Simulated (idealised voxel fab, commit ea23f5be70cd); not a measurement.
This is a process module. Its name is voxel wiring stack.
The cross-section shown here is cut; it is 270 nm wide and divided into square cells measuring 5 nm on a side.
Heads up, the way a cross-section reads in here is a grid of square cells, handed over as bands from the top down, with every band being one or more rows of cells. The entry gives the band's vertical extent as a top height and a bottom height in nm, then its horizontal make-up as materials from left to right, each with a width in nm. "blank" stands for empty space; a single material marked "everywhere" fills the band edge to edge. All heights in this document are referenced to 0, defined as the level beneath which the wafer, as received, consists entirely of one material. The lowest band is not bounded below; it extends indefinitely downward and is written in the form "from 0 down". It should be noted that a width expressed as "30 to 40" varies in equal increments from row to row of cells within the band, taking the value of the first number at the top row and that of the second number at the bottom row. When a step is marked "nothing was modified", none of the cells in the cross-section changed during that step. Listed in "Enclosed internal voids": every empty space of 8 or more cells without an open way to the top. Form: width x height at distance, the distance being from the left edge, all in nm. Anything after a step's settings on that line? It's the simulator's own note about the step. overlay nm: for a step with a mask, the amount by which the mask lay right of where it was planned; a negative amount means left of it.

Here's what the planned process steps look like
1: RECEIVE | material Si
2: CONFORMAL_DEP | material SiO2 | thk nm 15
3: DIRECTIONAL_DEP | material TiN | thk nm 5
4: DIRECTIONAL_DEP | material W | thk nm 15
5: MASKED_ETCH | tone cover | mask id METAL_1 | width nm 25 | pitch nm 50 | etch materials W | depth nm 15 | overlay nm 0
6: MASKED_ETCH | tone cover | mask id METAL_1 | width nm 25 | pitch nm 50 | etch materials TiN | depth nm 5 | overlay nm 0
7: FILL_DEP | material SiO2 | thk nm 10
8: CMP | height nm 35
9: CONFORMAL_DEP | material SiCN | thk nm 5
10: DIRECTIONAL_DEP | material SiO2 | thk nm 35
11: DIRECTIONAL_DEP | material aC | thk nm 15
12: PATTERN | tone open | mask id METAL_2_HOLES | material resist | width nm 15 | thk nm 30 | overlay nm 0
13: DIRECTIONAL_ETCH | etch materials aC | depth nm 15
14: STRIP | etch materials resist
15: DIRECTIONAL_ETCH | etch materials SiO2 | depth nm 35
16: STRIP | etch materials aC
17: MASKED_ETCH | tone open | mask id METAL_2 | width nm 25 | pitch nm 50 | etch materials SiO2 | depth nm 20 | overlay nm 0
18: MASKED_ETCH | tone open | mask id METAL_2 | width nm 25 | pitch nm 50 | etch materials SiCN | depth nm 5 | overlay nm 0
19: CONFORMAL_DEP | material TiN | thk nm 5
20: FILL_DEP | material Cu | thk nm 5
21: CMP | height nm 75
22: CONFORMAL_DEP | material SiCN | thk nm 5
23: DIRECTIONAL_DEP | material SiO2 | thk nm 35
24: MASKED_ETCH | tone open | mask id METAL_3_HOLES | width nm 15 | etch materials SiO2 | depth nm 35 | overlay nm 0
25: PATTERN | tone open | mask id METAL_3 | material resist | width nm 25 | pitch nm 50 | thk nm 15 | overlay nm 0
26: DIRECTIONAL_ETCH | etch materials SiO2 | depth nm 20
27: DIRECTIONAL_ETCH | etch materials SiCN | depth nm 5
28: STRIP | etch materials resist
29: CONFORMAL_DEP | material TiN | thk nm 5
30: FILL_DEP | material Ru | thk nm 10
31: CMP | height nm 115
32: CONFORMAL_DEP | material SiCN | thk nm 5

First wafer of two (run as planned)

As received (post step 1): cross-section
* from 0 down  Si everywhere
* Enclosed internal voids: none

State of the wafer after step 2, shown in cross-section
* from 15 to 0  SiO2 everywhere
* Everything below 0 is unchanged.

State of the wafer after step 3, shown in cross-section
* from 20 to 15  TiN everywhere
* Everything below 15 is unchanged.

State of the wafer after step 4, shown in cross-section
* from 35 to 20  W everywhere
* Everything below 20 is unchanged.

State of the wafer after step 5, shown in cross-section
* from 35 to 20  95 nm blank, 25 nm W, 25 nm blank, 25 nm W, 100 nm blank
* Everything below 20 is unchanged.

State of the wafer after step 6, shown in cross-section
* from 35 to 20  95 nm blank, 25 nm W, 25 nm blank, 25 nm W, 100 nm blank
* from 20 to 15  95 nm blank, 25 nm TiN, 25 nm blank, 25 nm TiN, 100 nm blank
* Everything below 15 is unchanged.

State of the wafer after step 7, shown in cross-section
* from 45 to 35  SiO2 everywhere
* from 35 to 20  95 nm SiO2, 25 nm W, 25 nm SiO2, 25 nm W, 100 nm SiO2
* from 20 to 15  95 nm SiO2, 25 nm TiN, 25 nm SiO2, 25 nm TiN, 100 nm SiO2
* Everything below 15 is unchanged.

State of the wafer after step 8, shown in cross-section
* from 35 to 20  95 nm SiO2, 25 nm W, 25 nm SiO2, 25 nm W, 100 nm SiO2
* Everything below 20 is unchanged.

State of the wafer after step 9, shown in cross-section
* from 40 to 35  SiCN everywhere
* Everything below 35 is unchanged.

State of the wafer after step 10, shown in cross-section
* from 75 to 40  SiO2 everywhere
* Everything below 40 is unchanged.

State of the wafer after step 11, shown in cross-section
* from 90 to 75  aC everywhere
* Everything below 75 is unchanged.

State of the wafer after step 12, shown in cross-section
* from 120 to 90  95 nm resist, 15 nm blank, 160 nm resist
* Everything below 90 is unchanged.

State of the wafer after step 13, shown in cross-section
* from 105 to 90  95 nm resist, 15 nm blank, 160 nm resist
* from 90 to 75  95 nm aC, 15 nm blank, 160 nm aC
* Everything below 75 is unchanged.

State of the wafer after step 14, shown in cross-section
* from 90 to 75  95 nm aC, 15 nm blank, 160 nm aC
* Everything below 75 is unchanged.

State of the wafer after step 15, shown in cross-section
* from 90 to 75  95 nm aC, 15 nm blank, 160 nm aC
* from 75 to 40  95 nm SiO2, 15 nm blank, 160 nm SiO2
* Everything below 40 is unchanged.

State of the wafer after step 16, shown in cross-section
* from 75 to 40  95 nm SiO2, 15 nm blank, 160 nm SiO2
* Everything below 40 is unchanged.

State of the wafer after step 17, shown in cross-section
* from 75 to 55  95 nm SiO2, 25 nm blank, 25 nm SiO2, 25 nm blank, 100 nm SiO2
* Everything below 55 is unchanged.

State of the wafer after step 18, shown in cross-section
* from 75 to 55  95 nm SiO2, 25 nm blank, 25 nm SiO2, 25 nm blank, 100 nm SiO2
* from 55 to 40  95 nm SiO2, 15 nm blank, 160 nm SiO2
* from 40 to 35  95 nm SiCN, 15 nm blank, 160 nm SiCN
* Everything below 35 is unchanged.

State of the wafer after step 19, shown in cross-section
* from 80 to 75  100 nm TiN, 15 nm blank, 35 nm TiN, 15 nm blank, 105 nm TiN
* from 75 to 60  95 nm SiO2, 5 nm TiN, 15 nm blank, 5 nm TiN, 25 nm SiO2, 5 nm TiN, 15 nm blank, 5 nm TiN, 100 nm SiO2
* from 60 to 55  95 nm SiO2, 5 nm TiN, 5 nm blank, 15 nm TiN, 25 nm SiO2, 25 nm TiN, 100 nm SiO2
* from 55 to 40  95 nm SiO2, 5 nm TiN, 5 nm blank, 5 nm TiN, 160 nm SiO2
* from 40 to 35  95 nm SiCN, 15 nm TiN, 160 nm SiCN
* Everything below 35 is unchanged.

State of the wafer after step 20, shown in cross-section
* from 85 to 80  Cu everywhere
* from 80 to 75  100 nm TiN, 15 nm Cu, 35 nm TiN, 15 nm Cu, 105 nm TiN
* from 75 to 60  95 nm SiO2, 5 nm TiN, 15 nm Cu, 5 nm TiN, 25 nm SiO2, 5 nm TiN, 15 nm Cu, 5 nm TiN, 100 nm SiO2
* from 60 to 55  95 nm SiO2, 5 nm TiN, 5 nm Cu, 15 nm TiN, 25 nm SiO2, 25 nm TiN, 100 nm SiO2
* from 55 to 40  95 nm SiO2, 5 nm TiN, 5 nm Cu, 5 nm TiN, 160 nm SiO2
* Everything below 40 is unchanged.

State of the wafer after step 21, shown in cross-section
* from 75 to 60  95 nm SiO2, 5 nm TiN, 15 nm Cu, 5 nm TiN, 25 nm SiO2, 5 nm TiN, 15 nm Cu, 5 nm TiN, 100 nm SiO2
* Everything below 60 is unchanged.

State of the wafer after step 22, shown in cross-section
* from 80 to 75  SiCN everywhere
* Everything below 75 is unchanged.

State of the wafer after step 23, shown in cross-section
* from 115 to 80  SiO2 everywhere
* Everything below 80 is unchanged.

State of the wafer after step 24, shown in cross-section
* from 115 to 80  95 nm SiO2, 15 nm blank, 160 nm SiO2
* Everything below 80 is unchanged.

State of the wafer after step 25, shown in cross-section
* from 130 to 115  95 nm resist, 25 nm blank, 25 nm resist, 25 nm blank, 100 nm resist
* Everything below 115 is unchanged.

State of the wafer after step 26, shown in cross-section
* from 130 to 115  95 nm resist, 25 nm blank, 25 nm resist, 25 nm blank, 100 nm resist
* from 115 to 95  95 nm SiO2, 25 nm blank, 25 nm SiO2, 25 nm blank, 100 nm SiO2
* Everything below 95 is unchanged.

State of the wafer after step 27, shown in cross-section
* from 130 to 115  95 nm resist, 25 nm blank, 25 nm resist, 25 nm blank, 100 nm resist
* from 115 to 95  95 nm SiO2, 25 nm blank, 25 nm SiO2, 25 nm blank, 100 nm SiO2
* from 95 to 80  95 nm SiO2, 15 nm blank, 160 nm SiO2
* from 80 to 75  95 nm SiCN, 15 nm blank, 160 nm SiCN
* Everything below 75 is unchanged.

State of the wafer after step 28, shown in cross-section
* from 115 to 95  95 nm SiO2, 25 nm blank, 25 nm SiO2, 25 nm blank, 100 nm SiO2
* Everything below 95 is unchanged.

State of the wafer after step 29, shown in cross-section
* from 120 to 115  100 nm TiN, 15 nm blank, 35 nm TiN, 15 nm blank, 105 nm TiN
* from 115 to 100  95 nm SiO2, 5 nm TiN, 15 nm blank, 5 nm TiN, 25 nm SiO2, 5 nm TiN, 15 nm blank, 5 nm TiN, 100 nm SiO2
* from 100 to 95  95 nm SiO2, 5 nm TiN, 5 nm blank, 15 nm TiN, 25 nm SiO2, 25 nm TiN, 100 nm SiO2
* from 95 to 80  95 nm SiO2, 5 nm TiN, 5 nm blank, 5 nm TiN, 160 nm SiO2
* from 80 to 75  95 nm SiCN, 15 nm TiN, 160 nm SiCN
* Everything below 75 is unchanged.

State of the wafer after step 30, shown in cross-section
* from 130 to 120  Ru everywhere
* from 120 to 115  100 nm TiN, 15 nm Ru, 35 nm TiN, 15 nm Ru, 105 nm TiN
* from 115 to 100  95 nm SiO2, 5 nm TiN, 15 nm Ru, 5 nm TiN, 25 nm SiO2, 5 nm TiN, 15 nm Ru, 5 nm TiN, 100 nm SiO2
* from 100 to 95  95 nm SiO2, 5 nm TiN, 5 nm Ru, 15 nm TiN, 25 nm SiO2, 25 nm TiN, 100 nm SiO2
* from 95 to 80  95 nm SiO2, 5 nm TiN, 5 nm Ru, 5 nm TiN, 160 nm SiO2
* Everything below 80 is unchanged.

State of the wafer after step 31, shown in cross-section
* from 115 to 100  95 nm SiO2, 5 nm TiN, 15 nm Ru, 5 nm TiN, 25 nm SiO2, 5 nm TiN, 15 nm Ru, 5 nm TiN, 100 nm SiO2
* Everything below 100 is unchanged.

State of the wafer after step 32, shown in cross-section
* from 120 to 115  SiCN everywhere
* Everything below 115 is unchanged.

Now the other wafer: same start, same recipe, but we messed up one thing when running it. Up to and including step 24 it's the same as the first one

At the planned end of step 25, the second wafer in cross-section
* from 130 to 115  95 nm blank, 25 nm resist, 25 nm blank, 25 nm resist, 100 nm blank
* from 115 to 80  95 nm SiO2, 15 nm resist, 160 nm SiO2
* Everything below 80 is unchanged.

At the planned end of step 26, the second wafer in cross-section
* from 130 to 115  95 nm blank, 25 nm resist, 25 nm blank, 25 nm resist, 100 nm blank
* from 115 to 95  95 nm blank, 15 nm resist, 10 nm SiO2, 25 nm blank, 25 nm SiO2, 100 nm blank
* Everything below 95 is unchanged.

At the planned end of step 27, the second wafer in cross-section: nothing was modified

At the planned end of step 28, the second wafer in cross-section
* from 115 to 95  110 nm blank, 10 nm SiO2, 25 nm blank, 25 nm SiO2, 100 nm blank
* from 95 to 80  95 nm SiO2, 15 nm blank, 160 nm SiO2
* Everything below 80 is unchanged.

At the planned end of step 29, the second wafer in cross-section
* from 120 to 115  105 nm blank, 20 nm TiN, 15 nm blank, 35 nm TiN, 95 nm blank
* from 115 to 100  105 nm blank, 5 nm TiN, 10 nm SiO2, 5 nm TiN, 15 nm blank, 5 nm TiN, 25 nm SiO2, 5 nm TiN, 95 nm blank
* from 100 to 95  100 nm TiN, 5 nm blank, 5 nm TiN, 10 nm SiO2, 25 nm TiN, 25 nm SiO2, 100 nm TiN
* from 95 to 85  95 nm SiO2, 5 nm TiN, 5 nm blank, 5 nm TiN, 160 nm SiO2
* from 85 to 80  95 nm SiO2, 15 nm TiN, 160 nm SiO2
* Everything below 80 is unchanged.

At the planned end of step 30, the second wafer in cross-section
* from 130 to 120  Ru everywhere
* from 120 to 115  105 nm Ru, 20 nm TiN, 15 nm Ru, 35 nm TiN, 95 nm Ru
* from 115 to 100  105 nm Ru, 5 nm TiN, 10 nm SiO2, 5 nm TiN, 15 nm Ru, 5 nm TiN, 25 nm SiO2, 5 nm TiN, 95 nm Ru
* from 100 to 95  100 nm TiN, 5 nm Ru, 5 nm TiN, 10 nm SiO2, 25 nm TiN, 25 nm SiO2, 100 nm TiN
* from 95 to 85  95 nm SiO2, 5 nm TiN, 5 nm Ru, 5 nm TiN, 160 nm SiO2
* Everything below 85 is unchanged.

At the planned end of step 31, the second wafer in cross-section
* from 115 to 100  105 nm Ru, 5 nm TiN, 10 nm SiO2, 5 nm TiN, 15 nm Ru, 5 nm TiN, 25 nm SiO2, 5 nm TiN, 95 nm Ru
* Everything below 100 is unchanged.

At the planned end of step 32, the second wafer in cross-section
* from 120 to 115  SiCN everywhere
* Everything below 115 is unchanged.
Deviation from plan: step 25, actual vs plan mismatch, actual run PATTERN | tone cover | mask id METAL_3 | material resist | width nm 25 | pitch nm 50 | thk nm 15 | overlay nm 0
It is noted that, at the conclusion of processing, the second wafer exhibits a higher or lower cell count for certain materials relative to the first: Ru: 110 more; SiCN: 3 more; SiO2: 148 fewer; TiN: 35 more
